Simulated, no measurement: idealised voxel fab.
This section sets out a process module, namely voxel self aligned contacts.
The cross-section on display is named cut; it measures 155 nm wide, and its cells are 5 nm squares.
When this document writes out a cross-section, it uses a grid of square cells and lists it as bands, beginning at the top and moving down, with a band standing for one or more rows of cells.
Within each band entry, the heights of the top and of the bottom of the band appear first, in that order and in nm; the materials of the band then follow from left to right, each with its corresponding width in nm. The designation "throughout" on a single material indicates that it fills the band from edge to edge; the designation "blank" indicates empty space.
The reference from which all heights are counted is 0, the level beneath which the as-received wafer is entirely one material; the lowest band, having no lower bound, proceeds downward and is written after the example "z 0 and below".
Quick explanation for "30 to 40": the width changes in equal steps down the rows of cells, from the first number in the band's top row to the second number in its bottom row.
The cross-section has no changed cell in any step marked "no change occurred".
Any empty space of 8 cells or more lacking an open way to the top shows up in "Unvented voids" as width x height at distance, distance from the left edge, in nm.
after a step's settings: what the simulator itself notes on the step
You can add "overlay nm" to a step's line. For a step with a mask, it describes how far the mask lay to the right of its planned position, and a negative number describes a lay to the left.
# Intended process steps
step 1: RECEIVE,material Si
step 2: CONFORMAL_DEP,material SiO2,thk nm 5
step 3: DIRECTIONAL_DEP,material polySi,thk nm 20
step 4: DIRECTIONAL_DEP,material SiN,thk nm 15
step 5: PATTERN,tone cover,mask id GATE,material resist,width nm 30,pitch nm 55,thk nm 20,overlay nm 0
step 6: DIRECTIONAL_ETCH,etch materials SiN,depth nm 15
step 7: DIRECTIONAL_ETCH,etch materials polySi,depth nm 20
step 8: STRIP,etch materials resist
step 9: CONFORMAL_DEP,material SiN,thk nm 5
step 10: DIRECTIONAL_ETCH,etch materials SiN,depth nm 5
step 11: FILL_DEP,material SiO2,thk nm 10
step 12: CMP,height nm 45
step 13: DIRECTIONAL_DEP,material aC,thk nm 10
step 14: PATTERN,tone open,mask id CONTACT,material resist,width nm 35,thk nm 30,overlay nm 0
step 15: DIRECTIONAL_ETCH,etch materials aC,depth nm 10
step 16: STRIP,etch materials resist
step 17: DIRECTIONAL_ETCH,etch materials SiO2,depth nm 45
step 18: STRIP,etch materials aC
step 19: CONFORMAL_DEP,material TiN,thk nm 5
step 20: FILL_DEP,material W,thk nm 10
step 21: CMP,height nm 45
step 22: CONFORMAL_DEP,material SiCN,thk nm 5
# Cross-section of the wafer as it came to us, i.e., already through step 1
z 0 and below | Si throughout
Unvented voids: none
# Wafer at module end, in section. Began as above, planned as above, run with one mistake
z 50 to 45 | SiCN throughout
z 45 to 40 | SiO2: 60 | TiN: 35 | SiO2: 60
z 40 to 25 | SiN: 40 | SiO2: 20 | SiN: 35 | SiO2: 20 | SiN: 40
z 25 to 5 | polySi: 35 | SiN: 5 | SiO2: 20 | SiN: 5 | polySi: 25 | SiN: 5 | SiO2: 20 | SiN: 5 | polySi: 35
z 5 to 0 | SiO2 throughout
z 0 and below | Si throughout
Unvented voids: none
Plan not followed: it should be noted that step 5 was executed with settings other than those planned, the operation and settings actually applied being PATTERN,tone open,mask id GATE,material resist,width nm 30,pitch nm 55,thk nm 20,overlay nm 0
